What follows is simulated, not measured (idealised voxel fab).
Proc. module: voxel self aligned contacts
Pictured: cross-section cut, 165 nm wide, on a grid of 5 nm square cells.
If you're reading a cross-section in this doc, picture square cells in a grid; it comes to you as bands, top ones listed first down to the bottom, and a band can be one or more rows of cells. Basically the band line says how high the top is and how high the bottom is, in nm, and then what's in it from left to right, every material with its width in nm. Empty space shows up as "blank", and if a single material carries "throughout" it runs the full band edge to edge. Where do heights start? At 0: under that level the wafer as delivered is made of one material only. And the lowest band has no floor; it just carries on downward, as in "z 0 and below". Read "30->40" as a graded width: first number on top, second number at the bottom, same change between each pair of neighbouring rows. For the purposes of this document, the phrase "nothing altered" attached to a step denotes that no cell within the cross-section was modified by that step. In "Sealed void inventory" the enclosed voids are listed, meaning empty spaces of 8 cells or larger without any opening to the top. The form is width x height at distance, distance from the left edge, units nm. On a step's line, text after the settings is the simulator commenting on that step. When a step includes a mask, the "overlay nm" setting on its line states how far to the right of its planned place that mask lay, and negative values state how far to the left.
### Steps planned for the process
1) RECEIVE | material Si
2) CONFORMAL_DEP | material SiO2 | thk nm 5
3) DIRECTIONAL_DEP | material polySi | thk nm 20
4) DIRECTIONAL_DEP | material SiN | thk nm 20
5) DIRECTIONAL_DEP | material aC | thk nm 15
6) PATTERN | tone cover | mask id GATE | material resist | width nm 30 | pitch nm 75 | thk nm 35 | overlay nm -15
7) DIRECTIONAL_ETCH | etch materials aC | depth nm 15
8) STRIP | etch materials resist
9) DIRECTIONAL_ETCH | etch materials SiN | depth nm 20
10) DIRECTIONAL_ETCH | etch materials polySi | depth nm 20
11) STRIP | etch materials aC
12) CONFORMAL_DEP | material SiN | thk nm 10
13) DIRECTIONAL_ETCH | etch materials SiN | depth nm 10
14) FILL_DEP | material SiO2 | thk nm 15
15) CMP | height nm 55
16) DIRECTIONAL_DEP | material aC | thk nm 10
17) PATTERN | tone open | mask id CONTACT | material resist | width nm 55 | thk nm 30 | overlay nm 0
18) DIRECTIONAL_ETCH | etch materials aC | depth nm 10
19) STRIP | etch materials resist
20) DIRECTIONAL_ETCH | etch materials SiO2 | depth nm 55
21) STRIP | etch materials aC
22) CONFORMAL_DEP | material TiN | thk nm 5
23) FILL_DEP | material Ru | thk nm 10
24) CMP | height nm 55
25) CONFORMAL_DEP | material SiCN | thk nm 5
Wafer-to-wafer difference: overlay nm, step 6. Common start. Plan = first wafer's value.
### Cross-section, first of several wafers, as delivered after step 1
    z 0 and below | Si throughout
    Sealed void inventory: none
### Module finished, last step 25 done: cross-section of the first of several wafers
    z 60 to 55 | SiCN throughout
    z 55 to 45 | 55 of SiO2; 5 of TiN; 45->15 of Ru; 5->35 of TiN; 55 of SiO2
    z 45 to 25 | 5 of SiO2; 50 of SiN; 5 of TiN; 15 of Ru; 5 of TiN; 50 of SiN; 35 of SiO2
    z 25 to 5 | 5 of SiO2; 10 of SiN; 30 of polySi; 10 of SiN; 5 of TiN; 15 of Ru; 5 of TiN; 10 of SiN; 30 of polySi; 10 of SiN; 35 of SiO2
    z 5 to 0 | 55 of SiO2; 25 of TiN; 85 of SiO2
    z 0 and below | Si throughout
    Sealed void inventory: none
### Cross-section of the last wafer at end of module
    z 60 to 55 | SiCN throughout
    z 55 to 45 | 55 of SiO2; 5->35 of TiN; 45->15 of Ru; 5 of TiN; 55 of SiO2
    z 45 to 25 | 35 of SiO2; 50 of SiN; 5 of TiN; 15 of Ru; 5 of TiN; 50 of SiN; 5 of SiO2
    z 25 to 5 | 35 of SiO2; 10 of SiN; 30 of polySi; 10 of SiN; 5 of TiN; 15 of Ru; 5 of TiN; 10 of SiN; 30 of polySi; 10 of SiN; 5 of SiO2
    z 5 to 0 | 85 of SiO2; 25 of TiN; 55 of SiO2
    z 0 and below | Si throughout
    Sealed void inventory: none
### Table: wafers, a row each; end-of-module cell change per material since receipt, gain (+), loss (-); then closed voids
overlay nm -15; +36 Ru; +33 SiCN; +112 SiN; +136 SiO2; +31 TiN; +48 polySi; Sealed void inventory: none
overlay nm -10; +36 Ru; +33 SiCN; +112 SiN; +136 SiO2; +31 TiN; +48 polySi; Sealed void inventory: none
overlay nm -5; +36 Ru; +33 SiCN; +112 SiN; +136 SiO2; +31 TiN; +48 polySi; Sealed void inventory: none
overlay nm 0; +36 Ru; +33 SiCN; +112 SiN; +136 SiO2; +31 TiN; +48 polySi; Sealed void inventory: none
overlay nm 5; +36 Ru; +33 SiCN; +112 SiN; +136 SiO2; +31 TiN; +48 polySi; Sealed void inventory: none
overlay nm 10; +36 Ru; +33 SiCN; +112 SiN; +136 SiO2; +31 TiN; +48 polySi; Sealed void inventory: none
overlay nm 15; +36 Ru; +33 SiCN; +112 SiN; +136 SiO2; +31 TiN; +48 polySi; Sealed void inventory: none
